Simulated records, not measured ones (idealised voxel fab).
Title: Process Module voxel self aligned vias
Square cells of 5 nm make up the cross-section cut, whose width is 170 nm.
Bands, listed from the top down, are how a cross-section gets written in this document; the cross-section itself is a grid of square cells, and a band is one or more rows of them.
Top height, bottom height, nm. Materials left to right, width each, nm. Single material + "everywhere" = fills band edge to edge. "blank" = empty.
Heights from 0 (as-received wafer is one material below). Bottom band endless downward, as "0 and below".
A two-number width, for instance "30 to 40", indicates that the width is equal to the first number in the top row of the band and to the second number in the bottom row, and that it changes by a constant amount per row of cells.
You'll sometimes find "no modifications" written for a step, and that's the way of saying that nowhere in the cross-section did a cell change during that step.
"Sealed void list": empty spaces of 8 cells or more with no open way to the top, each given as width x height at distance, distance from the left edge, all in nm.
Heads up: the bit after the settings on a step's line is the simulator's remark on that step.
overlay nm: how far to the right of its planned place the mask lay on this masked step (negative: to the left).

**Here's what the planned process steps look like**
1: RECEIVE [material Si]
2: CONFORMAL_DEP [material SiO2] [thk nm 15]
3: CONFORMAL_DEP [material SiCN] [thk nm 5]
4: DIRECTIONAL_DEP [material lowk] [thk nm 20]
5: PATTERN [tone open] [mask id LINES] [material resist] [width nm 20] [pitch nm 50] [thk nm 20] [overlay nm 0]
6: DIRECTIONAL_ETCH [etch materials lowk] [depth nm 20]
7: STRIP [etch materials resist]
8: CONFORMAL_DEP [material TiN] [thk nm 5]
9: FILL_DEP [material Ru] [thk nm 5]
10: CMP [height nm 40]
11: SELECTIVE_ETCH [etch materials W Ru TiN] [depth nm 5]
12: FILL_DEP [material SiN] [thk nm 10]
13: CMP [height nm 40]
14: DIRECTIONAL_DEP [material lowk] [thk nm 15]
15: MASKED_ETCH [tone open] [mask id VIAS] [width nm 30] [etch materials lowk] [depth nm 15] [overlay nm 0]
16: MASKED_ETCH [tone open] [mask id VIAS] [width nm 30] [etch materials SiN] [depth nm 5] [overlay nm 0]
17: CONFORMAL_DEP [material TiN] [thk nm 5]
18: FILL_DEP [material Ru] [thk nm 10]
19: CMP [height nm 55]
20: CONFORMAL_DEP [material SiN] [thk nm 5]

**Cross-section of the wafer at receipt, which is the condition after step 1**
  0 and below | Si everywhere
  Sealed void list: none

**First of two wafers, end-of-module section, run followed plan**
  60 down to 55 | SiN everywhere
  55 down to 45 | 45 of lowk, then 5 of TiN, then 20 of Ru, then 5 of TiN, then 95 of lowk
  45 down to 40 | 45 of lowk, then 10 of TiN, then 10 of Ru, then 10 of TiN, then 95 of lowk
  40 down to 35 | 50 of lowk, then 20 of TiN, then 30 of lowk, then 20 of SiN, then 50 of lowk
  35 down to 25 | 50 of lowk, then 5 of TiN, then 10 of Ru, then 5 of TiN, then 30 of lowk, then 5 of TiN, then 10 of Ru, then 5 of TiN, then 50 of lowk
  25 down to 20 | 50 of lowk, then 20 of TiN, then 30 of lowk, then 20 of TiN, then 50 of lowk
  20 down to 15 | SiCN everywhere
  15 down to 0 | SiO2 everywhere
  0 and below | Si everywhere
  Sealed void list: none

**Here's the second of our two wafers sectioned at module end. Same start as the first, same plan, but one mistake got made running it**
  60 down to 55 | SiN everywhere
  55 down to 45 | 45 of lowk, then 5 of TiN, then 20 of Ru, then 5 of TiN, then 95 of lowk
  45 down to 40 | 45 of lowk, then 10 of TiN, then 10 of Ru, then 10 of TiN, then 95 of lowk
  40 down to 35 | 50 of lowk, then 20 of TiN, then 30 of lowk, then 20 of SiN, then 50 of lowk
  35 down to 30 | SiCN everywhere
  30 down to 0 | SiO2 everywhere
  0 and below | Si everywhere
  Sealed void list: none
What was done differently from what was planned? plan step 2 was twice executed
Cell-count delta at end, second wafer over first, by material: -8 Ru; +102 SiO2; -16 TiN; -78 lowk
